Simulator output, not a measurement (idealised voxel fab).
process module | voxel air gaps
cross-section cut | 140 nm wide | cells 5 nm
A cross-section is a grid of square cells, given in bands from the top down. A band is one or more rows of cells.
Each band's line starts with the height of the band's top and of its bottom, in nm. Then come its materials from left to right, each with its width in nm. One material with "throughout" fills the band from edge to edge. "air" is empty space.
Height 0 is the level under which the wafer as received is all one material. The lowest band goes on downwards, as in "0 down".
A width such as "30 to 40" changes by the same amount from each row of cells to the next, from the band's top row to its bottom row.
"no change" after a step means that no cell of the cross-section changed.
closed voids: empty space of 8 cells or more with no open way to the top, each as width x height at its distance from the left edge, in nm
after a step's settings: what the simulator itself notes on the step
overlay nm, on a step with a mask: how far to the right of its planned place the mask lay; to the left if negative
plan
1 op RECEIVE | material Si
2 op CONFORMAL_DEP | material SiO2 | thk nm 15
3 op CONFORMAL_DEP | material SiN | thk nm 5
4 op DIRECTIONAL_DEP | material SiO2 | thk nm 40
5 op DIRECTIONAL_DEP | material aC | thk nm 10
6 op PATTERN | tone open | mask id LINES | material resist | width nm 15 | pitch nm 40 | thk nm 25 | overlay nm 0
7 op DIRECTIONAL_ETCH | etch materials aC | depth nm 10
8 op STRIP | etch materials resist
9 op DIRECTIONAL_ETCH | etch materials SiO2 | depth nm 40
10 op STRIP | etch materials aC
11 op CONFORMAL_DEP | material TiN | thk nm 5
12 op FILL_DEP | material Ru | thk nm 5
13 op CMP | height nm 60
14 op EPI | material Ru | thk nm 10
15 op SELECTIVE_ETCH | etch materials SiO2 | depth nm 50
16 op CONFORMAL_DEP | material SiCN | thk nm 5
as received, after step 1
  0 down: Si throughout
  closed voids: none
a wafer at the end: this start, this plan, one mistake
  85 to 70: SiCN throughout
  70 to 60: SiCN 10 | Ru 35 | SiCN 5 | Ru 35 | SiCN 5 | Ru 35 | SiCN 15
  60 to 55: SiCN 20 | TiN 5 | Ru 5 | TiN 5 | SiCN 25 | TiN 5 | Ru 5 | TiN 5 | SiCN 25 | TiN 5 | Ru 5 | TiN 5 | SiCN 25
  55 to 50: SiCN 20 | TiN 5 | Ru 5 | TiN 5 | SiCN 5 | air 15 | SiCN 5 | TiN 5 | Ru 5 | TiN 5 | SiCN 5 | air 15 | SiCN 5 | TiN 5 | Ru 5 | TiN 5 | SiCN 25
  50 to 45: air 10 | SiCN 10 | TiN 5 | Ru 5 | TiN 5 | SiCN 5 | air 15 | SiCN 5 | TiN 5 | Ru 5 | TiN 5 | SiCN 5 | air 15 | SiCN 5 | TiN 5 | Ru 5 | TiN 5 | SiCN 25
  45 to 35: air 10 | SiCN 10 | TiN 5 | Ru 5 | TiN 5 | SiCN 5 | air 15 | SiCN 5 | TiN 5 | Ru 5 | TiN 5 | SiCN 5 | air 15 | SiCN 5 | TiN 5 | Ru 5 | TiN 5 | SiCN 15 | air 10
  35 to 30: air 10 | SiCN 10 | TiN 5 | Ru 5 | TiN 5 | SiCN 5 | air 15 | SiCN 5 | TiN 5 | Ru 5 | TiN 5 | SiCN 5 | air 15 | SiCN 5 | TiN 5 | Ru 5 | TiN 5 | SiCN 25
  30 to 25: SiCN 20 | TiN 5 | Ru 5 | TiN 5 | SiCN 5 | air 15 | SiCN 5 | TiN 5 | Ru 5 | TiN 5 | SiCN 5 | air 15 | SiCN 5 | TiN 5 | Ru 5 | TiN 5 | SiCN 25
  25 to 20: SiCN 20 | TiN 15 | SiCN 25 | TiN 15 | SiCN 25 | TiN 15 | SiCN 25
  20 to 15: SiN throughout
  15 to 0: SiO2 throughout
  0 down: Si throughout
  closed voids: 10 x 20 at 0; 15 x 30 at 40; 15 x 30 at 80
what went wrong: step 16 ran as: op CONFORMAL_DEP | material SiCN | thk nm 15
